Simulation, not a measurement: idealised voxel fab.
process module | voxel lift off
cross-section cut | 300 nm wide | cells 5 nm
A cross-section is a grid of square cells, given in bands from the top down. A band is one or more rows of cells.
Each band's line starts with the height of the band's top and of its bottom, in nm. Then come its materials from left to right, each with its width in nm. One material with "throughout" fills the band from edge to edge. "air" is empty space.
Height 0 is the level under which the wafer as received is all one material. The lowest band goes on downwards, as in "0 down".
A width such as "30 to 40" changes by the same amount from each row of cells to the next, from the band's top row to its bottom row.
"no change" after a step means that no cell of the cross-section changed.
closed voids: empty space of 8 cells or more with no open way to the top, each as width x height at its distance from the left edge, in nm
after a step's settings: what the simulator itself notes on the step
overlay nm, on a step with a mask: how far to the right of its planned place the mask lay; to the left if negative
plan
1 op RECEIVE | material Si
2 op CONFORMAL_DEP | material SiN | thk nm 15
3 op PATTERN | tone open | mask id LINES | material resist | width nm 15 | pitch nm 30 | thk nm 30 | overlay nm 0
4 op DIRECTIONAL_DEP | material Ru | thk nm 15
5 op STRIP | etch materials resist
6 op CONFORMAL_DEP | material SiCN | thk nm 5
first wafer, as planned
as received, after step 1
  0 down: Si throughout
  closed voids: none
after step 2
  15 to 0: SiN throughout
  below 0: unchanged
after step 3
  45 to 15: resist 125 | air 15 | resist 15 | air 15 | resist 130
  below 15: unchanged
after step 4
  60 to 45: Ru 125 | air 15 | Ru 15 | air 15 | Ru 130
  45 to 30: resist 125 | air 15 | resist 15 | air 15 | resist 130
  30 to 15: resist 125 | Ru 15 | resist 15 | Ru 15 | resist 130
  below 15: unchanged
after step 5
  30 to 15: air 125 | Ru 15 | air 15 | Ru 15 | air 130
  below 15: unchanged
after step 6
  35 to 30: air 120 | SiCN 25 | air 5 | SiCN 25 | air 125
  30 to 20: air 120 | SiCN 5 | Ru 15 | SiCN 5 | air 5 | SiCN 5 | Ru 15 | SiCN 5 | air 125
  20 to 15: SiCN 125 | Ru 15 | SiCN 15 | Ru 15 | SiCN 130
  below 15: unchanged
second wafer: like start, like plan, one mistake. Through step 1 it matches the first wafer
when step 2 should have ended
  15 to 0: Ru throughout
  below 0: unchanged
when step 3 should have ended
  45 to 15: resist 125 | air 15 | resist 15 | air 15 | resist 130
  below 15: unchanged
when step 4 should have ended
  60 to 45: Ru 125 | air 15 | Ru 15 | air 15 | Ru 130
  45 to 30: resist 125 | air 15 | resist 15 | air 15 | resist 130
  30 to 15: resist 125 | Ru 15 | resist 15 | Ru 15 | resist 130
  below 15: unchanged
when step 5 should have ended
  30 to 15: air 125 | Ru 15 | air 15 | Ru 15 | air 130
  below 15: unchanged
when step 6 should have ended
  35 to 30: air 120 | SiCN 25 | air 5 | SiCN 25 | air 125
  30 to 20: air 120 | SiCN 5 | Ru 15 | SiCN 5 | air 5 | SiCN 5 | Ru 15 | SiCN 5 | air 125
  20 to 15: SiCN 125 | Ru 15 | SiCN 15 | Ru 15 | SiCN 130
  below 15: unchanged
what went wrong: step 2 ran as: op CONFORMAL_DEP | material Ru | thk nm 15
at the end the second wafer has, in cells: 180 more of Ru | 180 fewer of SiN
